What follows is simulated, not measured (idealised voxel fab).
process module | voxel double patterning
cross-section cut | 260 nm wide | cells 5 nm
A cross-section is a grid of square cells, given in bands from the top down. A band is one or more rows of cells.
Each band's line starts with the height of the band's top and of its bottom, in nm. Then come its materials from left to right, each with its width in nm. One material with "throughout" fills the band from edge to edge. "air" is empty space.
Height 0 is the level under which the wafer as received is all one material. The lowest band goes on downwards, as in "0 down".
A width such as "30 to 40" changes by the same amount from each row of cells to the next, from the band's top row to its bottom row.
"no change" after a step means that no cell of the cross-section changed.
closed voids: empty space of 8 cells or more with no open way to the top, each as width x height at its distance from the left edge, in nm
after a step's settings: what the simulator itself notes on the step
overlay nm, on a step with a mask: how far to the right of its planned place the mask lay; to the left if negative
plan
1 op RECEIVE | material Si
2 op CONFORMAL_DEP | material SiO2 | thk nm 10
3 op DIRECTIONAL_DEP | material TiN | thk nm 15
4 op DIRECTIONAL_DEP | material SiCN | thk nm 5
5 op MASKED_ETCH | tone open | mask id FIRST | width nm 15 | pitch nm 50 | etch materials SiCN | depth nm 5 | overlay nm 0
6 op DIRECTIONAL_DEP | material aC | thk nm 15
7 op PATTERN | tone open | mask id SECOND | material resist | width nm 15 | pitch nm 50 | thk nm 35 | overlay nm 0
8 op DIRECTIONAL_ETCH | etch materials aC | depth nm 15
9 op STRIP | etch materials resist
10 op DIRECTIONAL_ETCH | etch materials SiCN | depth nm 5
11 op STRIP | etch materials aC
12 op DIRECTIONAL_ETCH | etch materials TiN | depth nm 15
13 op STRIP | etch materials SiCN
first wafer, as planned
as received, after step 1
  0 down: Si throughout
  closed voids: none
after step 2
  10 to 0: SiO2 throughout
  below 0: unchanged
after step 3
  25 to 10: TiN throughout
  below 10: unchanged
after step 4
  30 to 25: SiCN throughout
  below 25: unchanged
after step 5
  30 to 25: SiCN 70 | air 15 | SiCN 35 | air 15 | SiCN 35 | air 15 | SiCN 75
  below 25: unchanged
after step 6
  45 to 40: aC 70 | air 15 | aC 35 | air 15 | aC 35 | air 15 | aC 75
  40 to 30: aC throughout
  30 to 25: SiCN 70 | aC 15 | SiCN 35 | aC 15 | SiCN 35 | aC 15 | SiCN 75
  below 25: unchanged
after step 7
  80 to 45: resist 95 | air 15 | resist 35 | air 15 | resist 100
  45 to 40: aC 70 | resist 15 | aC 35 | resist 15 | aC 35 | resist 15 | aC 75
  below 40: unchanged
after step 8
  65 to 45: resist 95 | air 15 | resist 35 | air 15 | resist 100
  45 to 40: aC 70 | resist 15 | aC 10 | air 15 | aC 10 | resist 15 | aC 10 | air 15 | aC 10 | resist 15 | aC 75
  40 to 30: aC 95 | air 15 | aC 35 | air 15 | aC 100
  below 30: unchanged
after step 9
  45 to 40: aC 70 | air 15 | aC 10 | air 15 | aC 10 | air 15 | aC 10 | air 15 | aC 10 | air 15 | aC 75
  below 40: unchanged
after step 10
  45 to 40: aC 70 | air 15 | aC 10 | air 15 | aC 10 | air 15 | aC 10 | air 15 | aC 10 | air 15 | aC 75
  40 to 30: aC 95 | air 15 | aC 35 | air 15 | aC 100
  30 to 25: SiCN 70 | aC 15 | SiCN 10 | air 15 | SiCN 10 | aC 15 | SiCN 10 | air 15 | SiCN 10 | aC 15 | SiCN 75
  below 25: unchanged
after step 11
  30 to 25: SiCN 70 | air 15 | SiCN 10 | air 15 | SiCN 10 | air 15 | SiCN 10 | air 15 | SiCN 10 | air 15 | SiCN 75
  below 25: unchanged
after step 12
  30 to 25: SiCN 70 | air 15 | SiCN 10 | air 15 | SiCN 10 | air 15 | SiCN 10 | air 15 | SiCN 10 | air 15 | SiCN 75
  25 to 10: TiN 70 | air 15 | TiN 10 | air 15 | TiN 10 | air 15 | TiN 10 | air 15 | TiN 10 | air 15 | TiN 75
  below 10: unchanged
after step 13
  25 to 10: TiN 70 | air 15 | TiN 10 | air 15 | TiN 10 | air 15 | TiN 10 | air 15 | TiN 10 | air 15 | TiN 75
  below 10: unchanged
second wafer: like start, like plan, one mistake. Through step 6 it matches the first wafer
when step 7 should have ended
  80 to 45: resist 95 | air 20 | resist 30 | air 20 | resist 95
  45 to 40: aC 70 | resist 15 | aC 35 | resist 15 | aC 35 | resist 15 | aC 75
  below 40: unchanged
when step 8 should have ended
  65 to 45: resist 95 | air 20 | resist 30 | air 20 | resist 95
  45 to 40: aC 70 | resist 15 | aC 10 | air 20 | aC 5 | resist 15 | aC 10 | air 20 | aC 5 | resist 15 | aC 75
  40 to 30: aC 95 | air 20 | aC 30 | air 20 | aC 95
  below 30: unchanged
when step 9 should have ended
  45 to 40: aC 70 | air 15 | aC 10 | air 20 | aC 5 | air 15 | aC 10 | air 20 | aC 5 | air 15 | aC 75
  below 40: unchanged
when step 10 should have ended
  45 to 40: aC 70 | air 15 | aC 10 | air 20 | aC 5 | air 15 | aC 10 | air 20 | aC 5 | air 15 | aC 75
  40 to 30: aC 95 | air 20 | aC 30 | air 20 | aC 95
  30 to 25: SiCN 70 | aC 15 | SiCN 10 | air 20 | SiCN 5 | aC 15 | SiCN 10 | air 20 | SiCN 5 | aC 15 | SiCN 75
  below 25: unchanged
when step 11 should have ended
  30 to 25: SiCN 70 | air 15 | SiCN 10 | air 20 | SiCN 5 | air 15 | SiCN 10 | air 20 | SiCN 5 | air 15 | SiCN 75
  below 25: unchanged
when step 12 should have ended
  30 to 25: SiCN 70 | air 15 | SiCN 10 | air 20 | SiCN 5 | air 15 | SiCN 10 | air 20 | SiCN 5 | air 15 | SiCN 75
  25 to 10: TiN 70 | air 15 | TiN 10 | air 20 | TiN 5 | air 15 | TiN 10 | air 20 | TiN 5 | air 15 | TiN 75
  below 10: unchanged
when step 13 should have ended
  25 to 10: TiN 70 | air 15 | TiN 10 | air 20 | TiN 5 | air 15 | TiN 10 | air 20 | TiN 5 | air 15 | TiN 75
  below 10: unchanged
what went wrong: step 7 ran as: op PATTERN | tone open | mask id SECOND | material resist | width nm 20 | pitch nm 50 | thk nm 35 | overlay nm 0
at the end the second wafer has, in cells: 6 fewer of TiN
